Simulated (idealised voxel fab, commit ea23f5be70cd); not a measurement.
Process module in this document: voxel tone inversion
Xsec cut, 145 nm wide, square cell size 5 nm.
Cross-section layout: square cells on a grid; listed as bands, top to bottom; a band spans one or more cell rows.
Top height, bottom height, nm. Materials left to right, width each, nm. Single material + "all across" = fills band edge to edge. "air" = empty.
Height is counted from the level 0, under which the received wafer is composed throughout of one material. The lowest of the bands is not closed at the bottom but continues downward, in the notation "0 down".
Think of "30..40" as a width that walks from the first number to the second as you go down the band, top row to bottom row, taking equal-sized steps from row to row.
No cell of the cross-section changed in a step that is given as "changes: none".
Listed in "Unvented cavities": every empty space of 8 or more cells without an open way to the top. Form: width x height at distance, the distance being from the left edge, all in nm.
On a step's line, text after the settings is the simulator commenting on that step.
A step's line can hold "overlay nm"; with a mask on that step, the setting says how far right of the planned place the mask lay, while a negative setting says it lay to the left.

## Process steps foreseen in the plan
1 op RECEIVE | material Si
2 op CONFORMAL_DEP | material SiCN | thk nm 10
3 op DIRECTIONAL_DEP | material aC | thk nm 25
4 op PATTERN | tone cover | mask id POSTS | material resist | width nm 25 | pitch nm 40 | thk nm 20 | overlay nm 0
5 op DIRECTIONAL_ETCH | etch materials aC | depth nm 25
6 op STRIP | etch materials resist
7 op FILL_DEP | material SiO2 | thk nm 5
8 op CMP | height nm 35
9 op STRIP | etch materials aC
10 op CONFORMAL_DEP | material TiN | thk nm 5
11 op FILL_DEP | material Ru | thk nm 5
12 op CMP | height nm 35
13 op CONFORMAL_DEP | material SiCN | thk nm 5
Wafers differ in thk nm at step 4; plan lists the first wafer's value; identical starting state.

## After step 1, as received: first of several wafers, cross-section
	0 down: Si all across
	Unvented cavities: none

## Quick key for the table: a row per wafer, taken at the end of the module. For each material it tells you how many cells the wafer gained (+) or lost (-) since it came in, and the closed voids come after
thk nm 20, +87 SiCN, +105 SiO2, +40 aC, Unvented cavities: none
thk nm 25, +24 Ru, +87 SiCN, +95 SiO2, +26 TiN, Unvented cavities: none
thk nm 30, +24 Ru, +87 SiCN, +95 SiO2, +26 TiN, Unvented cavities: none
thk nm 35, +24 Ru, +87 SiCN, +95 SiO2, +26 TiN, Unvented cavities: none
thk nm 40, +24 Ru, +87 SiCN, +95 SiO2, +26 TiN, Unvented cavities: none
thk nm 45, +24 Ru, +87 SiCN, +95 SiO2, +26 TiN, Unvented cavities: none
